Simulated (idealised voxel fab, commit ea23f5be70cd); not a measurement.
The process module that follows is named voxel ribs on slabs.
Section cut is 270 nm wide and gridded with 5 nm square cells.
Format of a cross-section: grid, square cells. Given as bands. Order: top down. Band: one or more rows of cells. Each band's line starts with the height of the band's top and of its bottom, in nm. Then come its materials from left to right, each with its width in nm. One material with "edge to edge" fills the band from edge to edge. "blank" is empty space. The reference from which all heights are counted is 0, the level beneath which the as-received wafer is entirely one material; the lowest band, having no lower bound, proceeds downward and is written after the example "0 nm and below". Graded width ("30->40"): value in top row of band = first number; value in bottom row = second number; row-to-row change constant. "no modifications" after a step means that no cell of the cross-section changed. In the "Enclosed void entries" entry, you get each enclosed empty space of 8 cells or more, one with no open way to the top, written width x height at distance, distance from the left edge, in nm. Whatever follows a step's settings on its line is a remark the simulator itself makes about that step. The setting "overlay nm" may be written on the line of a step. When the step uses a mask, the value reports how far to the right of the planned place the mask lay, and a negative value reports that it lay to the left.
# The process steps that were planned are listed below
1) RECEIVE, material Si
2) DIRECTIONAL_DEP, material SiO2, thk nm 25
3) DIRECTIONAL_DEP, material SiN, thk nm 20
4) DIRECTIONAL_DEP, material aC, thk nm 15
5) PATTERN, tone cover, mask id RIB, material resist, width nm 15, thk nm 35, overlay nm 0
6) DIRECTIONAL_ETCH, etch materials aC, depth nm 15
7) STRIP, etch materials resist
8) DIRECTIONAL_ETCH, etch materials SiN, depth nm 5
9) STRIP, etch materials aC
10) MASKED_ETCH, tone cover, mask id SLAB, width nm 55, etch materials SiN, depth nm 15, overlay nm 0
11) FILL_DEP, material SiO2, thk nm 15
12) CMP, height nm 55
13) DIRECTIONAL_DEP, material W, thk nm 10
14) PATTERN, tone cover, mask id HEATER, material resist, width nm 25, thk nm 15, overlay nm 0
15) DIRECTIONAL_ETCH, etch materials W, depth nm 10
16) STRIP, etch materials resist
17) CONFORMAL_DEP, material SiN, thk nm 5
# First of two wafers, processed according to plan
# as received, after step 1
* 0 nm and below: Si edge to edge
* Enclosed void entries: none
# after step 2
* 25 nm to 0 nm: SiO2 edge to edge
* Note: structure below 0 unchanged.
# after step 3
* 45 nm to 25 nm: SiN edge to edge
* Note: structure below 25 unchanged.
# after step 4
* 60 nm to 45 nm: aC edge to edge
* Note: structure below 45 unchanged.
# after step 5
* 95 nm to 60 nm: blank 125; resist 15; blank 130
* Note: structure below 60 unchanged.
# after step 6
* 80 nm to 60 nm: blank 125; resist 15; blank 130
* 60 nm to 45 nm: blank 125; aC 15; blank 130
* Note: structure below 45 unchanged.
# after step 7
* 60 nm to 45 nm: blank 125; aC 15; blank 130
* Note: structure below 45 unchanged.
# after step 8
* 60 nm to 45 nm: blank 125; aC 15; blank 130
* 45 nm to 40 nm: blank 125; SiN 15; blank 130
* Note: structure below 40 unchanged.
# after step 9
* 45 nm to 40 nm: blank 125; SiN 15; blank 130
* Note: structure below 40 unchanged.
# after step 10
* 45 nm to 40 nm: blank 125; SiN 15; blank 130
* 40 nm to 25 nm: blank 105; SiN 55; blank 110
* Note: structure below 25 unchanged.
# after step 11
* 60 nm to 45 nm: SiO2 edge to edge
* 45 nm to 40 nm: SiO2 125; SiN 15; SiO2 130
* 40 nm to 25 nm: SiO2 105; SiN 55; SiO2 110
* Note: structure below 25 unchanged.
# after step 12
* 55 nm to 45 nm: SiO2 edge to edge
* Note: structure below 45 unchanged.
# after step 13
* 65 nm to 55 nm: W edge to edge
* Note: structure below 55 unchanged.
# after step 14
* 80 nm to 65 nm: blank 120; resist 25; blank 125
* Note: structure below 65 unchanged.
# after step 15
* 80 nm to 65 nm: blank 120; resist 25; blank 125
* 65 nm to 55 nm: blank 120; W 25; blank 125
* Note: structure below 55 unchanged.
# after step 16
* 65 nm to 55 nm: blank 120; W 25; blank 125
* Note: structure below 55 unchanged.
# after step 17
* 70 nm to 65 nm: blank 115; SiN 35; blank 120
* 65 nm to 60 nm: blank 115; SiN 5; W 25; SiN 5; blank 120
* 60 nm to 55 nm: SiN 120; W 25; SiN 125
* Note: structure below 55 unchanged.
# Wafer two of two - same starting point, same process plan, one mistake in execution; matches wafer one up to and including step 16
Here is the second wafer in cross-section at the point where step 17 of the plan should have been done: no modifications
Plan not followed: the plan's step 17 was left out and never carried out
Count the cells at the end and the second wafer has more or fewer of some materials than the first: SiN -58
